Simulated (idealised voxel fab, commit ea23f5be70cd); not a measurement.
Process module heading - voxel ribs on slabs
This is section cut - it's 180 nm across, gridded in 5 nm square cells.
The cross-sections in this document take the form of a grid made of square cells. They are written out as bands, in order from top to bottom. Each band consists of one or more rows of cells. Per band: top height and bottom height in nm, followed by the left-to-right materials and their widths in nm; "all across" marks a single material spanning edge to edge, "empty" marks empty space. We count height from 0. Below that, the starting wafer is all one material. The lowest band never ends at the bottom but goes on down; see "0 and below" for how that is written. Per-row width for "30->40": begins at first number (top row of band), ends at second number (bottom row), increment between rows held constant. Step note "remained unchanged" = no cross-section cell changed. The list in "Closed void table" covers empty spaces of 8 cells or more that cannot reach the top through any open way, and it gives each as width x height at distance; the distance is from the left edge, and width, height and distance are in nm. Formally, on a step line, whatever follows the settings is a remark that the simulator itself makes on the step. "overlay nm" answers the question of how far to the right of plan the mask lay on a step that has a mask, and when it is negative the answer is to the left.
Steps in the process plan:
1. RECEIVE [material Si]
2. DIRECTIONAL_DEP [material SiO2] [thk nm 30]
3. DIRECTIONAL_DEP [material SiN] [thk nm 20]
4. DIRECTIONAL_DEP [material aC] [thk nm 15]
5. PATTERN [tone cover] [mask id RIB] [material resist] [width nm 25] [thk nm 30] [overlay nm 0]
6. DIRECTIONAL_ETCH [etch materials aC] [depth nm 15]
7. STRIP [etch materials resist]
8. DIRECTIONAL_ETCH [etch materials SiN] [depth nm 10]
9. STRIP [etch materials aC]
10. DIRECTIONAL_DEP [material aC] [thk nm 15]
11. PATTERN [tone cover] [mask id SLAB] [material resist] [width nm 75] [thk nm 30] [overlay nm 0]
12. DIRECTIONAL_ETCH [etch materials aC] [depth nm 15]
13. STRIP [etch materials resist]
14. DIRECTIONAL_ETCH [etch materials SiN] [depth nm 10]
15. STRIP [etch materials aC]
16. FILL_DEP [material SiO2] [thk nm 25]
17. CMP [height nm 55]
18. DIRECTIONAL_DEP [material W] [thk nm 5]
19. PATTERN [tone cover] [mask id HEATER] [material resist] [width nm 35] [thk nm 15] [overlay nm 0]
20. DIRECTIONAL_ETCH [etch materials W] [depth nm 5]
21. STRIP [etch materials resist]
22. CONFORMAL_DEP [material SiO2] [thk nm 10]
The wafers in this document start out alike and differ in the height nm applied at step 17; the plan shows the value used for the first wafer.
Cross-sectional view of the first of several wafers in the as-received condition, corresponding to the state following step 1:
- 0 and below | Si all across
- Closed void table: none
Cross-section of the first of several wafers, taken after step 22, where the module ends:
- 70 down to 65 | 60 nm empty; 55 nm SiO2; 65 nm empty
- 65 down to 60 | SiO2 all across
- 60 down to 55 | 70 nm SiO2; 35 nm W; 75 nm SiO2
- 55 down to 50 | SiO2 all across
- 50 down to 40 | 75 nm SiO2; 25 nm SiN; 80 nm SiO2
- 40 down to 30 | 50 nm SiO2; 75 nm SiN; 55 nm SiO2
- 30 down to 0 | SiO2 all across
- 0 and below | Si all across
- Closed void table: none
Last wafer x-sec, end of module:
- 90 down to 85 | 60 nm empty; 55 nm SiO2; 65 nm empty
- 85 down to 80 | SiO2 all across
- 80 down to 75 | 70 nm SiO2; 35 nm W; 75 nm SiO2
- 75 down to 50 | SiO2 all across
- 50 down to 40 | 75 nm SiO2; 25 nm SiN; 80 nm SiO2
- 40 down to 30 | 50 nm SiO2; 75 nm SiN; 55 nm SiO2
- 30 down to 0 | SiO2 all across
- 0 and below | Si all across
- Closed void table: none
The rows of the table below are wafers. Looking at the end of the module, a row counts, for every material, the cells the wafer has gained, shown as (+), or lost, shown as (-), since it was received; its closed voids come next:
height nm 55; +40 SiN; +432 SiO2; +7 W; Closed void table: none
height nm 60; +40 SiN; +468 SiO2; +7 W; Closed void table: none
height nm 65; +40 SiN; +504 SiO2; +7 W; Closed void table: none
height nm 70; +40 SiN; +540 SiO2; +7 W; Closed void table: none
height nm 75; +40 SiN; +576 SiO2; +7 W; Closed void table: none
